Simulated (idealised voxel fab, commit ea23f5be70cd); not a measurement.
Process module, titled voxel self aligned contacts
Each square cell in cross-section cut measures 5 nm, and the section as a whole is 225 nm wide.
Think of the cross-section as a grid of square cells. We describe it in bands, top to bottom, and each band covers one or more rows of those cells. Heads up on the band format: heights come first, top then bottom, in nm. After that it's the materials left to right, each with its width in nm. A single material flagged "everywhere" fills the whole band edge to edge, and "blank" means there's empty space there. Heights are expressed relative to 0, this being the level below which the as-received wafer comprises one material exclusively. The lowest band is unbounded in the downward direction and is denoted as in "0 -> down". Think of "30 to 40" as a width that walks from the first number to the second as you go down the band, top row to bottom row, taking equal-sized steps from row to row. Where a step carries "everything unchanged", the cross-section came out of it unchanged, cell for cell. Closed void roster: empty space of 8 cells or more with no open way to the top, each as width x height at its distance from the left edge, in nm. Whatever follows a step's settings on its line is a remark the simulator itself makes about that step. For masked steps, "overlay nm" on the step line gives how far right of plan the mask actually lay; a minus sign means it lay to the left.
**Steps in the process plan**
1. op RECEIVE | material Si
2. op OXIDIZE | depth nm 5
3. op DIRECTIONAL_DEP | material polySi | thk nm 30
4. op DIRECTIONAL_DEP | material SiN | thk nm 25
5. op MASKED_ETCH | tone cover | mask id GATE | width nm 30 | pitch nm 75 | etch materials SiN | depth nm 25 | overlay nm 0
6. op MASKED_ETCH | tone cover | mask id GATE | width nm 30 | pitch nm 75 | etch materials polySi | depth nm 30 | overlay nm 0
7. op CONFORMAL_DEP | material SiN | thk nm 10
8. op DIRECTIONAL_ETCH | etch materials SiN | depth nm 10
9. op FILL_DEP | material SiO2 | thk nm 10
10. op CMP | height nm 60
11. op PATTERN | tone open | mask id CONTACT | material resist | width nm 55 | pitch nm 75 | thk nm 15 | overlay nm 0
12. op DIRECTIONAL_ETCH | etch materials SiO2 | depth nm 65
13. op STRIP | etch materials resist
14. op CONFORMAL_DEP | material TiN | thk nm 5
15. op FILL_DEP | material Ru | thk nm 5
16. op CMP | height nm 60
17. op CONFORMAL_DEP | material SiCN | thk nm 5
**Incoming wafer in cross-section (state: after step 1)**
0 -> down = Si everywhere
Closed void roster: none
**first wafer at the end, as planned**
65 -> 60 = SiCN everywhere
60 -> 55 = SiO2 (45) | TiN (20) | Ru (15) | TiN (20) | SiO2 (20) | TiN (20) | Ru (15) | TiN (20) | SiO2 (50)
55 -> 30 = SiO2 (10) | SiN (50) | TiN (5) | Ru (15) | TiN (5) | SiN (50) | TiN (5) | Ru (15) | TiN (5) | SiN (50) | SiO2 (15)
30 -> 0 = SiO2 (10) | SiN (10) | polySi (30) | SiN (10) | TiN (5) | Ru (15) | TiN (5) | SiN (10) | polySi (30) | SiN (10) | TiN (5) | Ru (15) | TiN (5) | SiN (10) | polySi (30) | SiN (10) | SiO2 (15)
0 -> -5 = SiO2 (60) | TiN (25) | SiO2 (50) | TiN (25) | SiO2 (65)
-5 -> down = Si everywhere
Closed void roster: none
**The second wafer, shown in cross-section after the module: started the same way as the first and given the same plan, yet one mistake crept into how it was run**
65 -> 60 = SiCN everywhere
60 -> 55 = Ru everywhere
55 -> 50 = TiN (65) | Ru (15) | TiN (60) | Ru (15) | TiN (70)
50 -> 30 = SiO2 (10) | SiN (50) | TiN (5) | Ru (15) | TiN (5) | SiN (50) | TiN (5) | Ru (15) | TiN (5) | SiN (50) | SiO2 (15)
30 -> 0 = SiO2 (10) | SiN (10) | polySi (30) | SiN (10) | TiN (5) | Ru (15) | TiN (5) | SiN (10) | polySi (30) | SiN (10) | TiN (5) | Ru (15) | TiN (5) | SiN (10) | polySi (30) | SiN (10) | SiO2 (15)
0 -> -5 = SiO2 (60) | TiN (25) | SiO2 (50) | TiN (25) | SiO2 (65)
-5 -> down = Si everywhere
Closed void roster: none
In executing the process, a mistake was made relative to the plan: step 10, actual vs plan mismatch, actual run op CMP | height nm 50
Heads up, by the end the second wafer has more or fewer cells of some materials compared to the first: Ru: 39 more | SiN: 30 fewer | SiO2: 28 fewer | TiN: 19 more
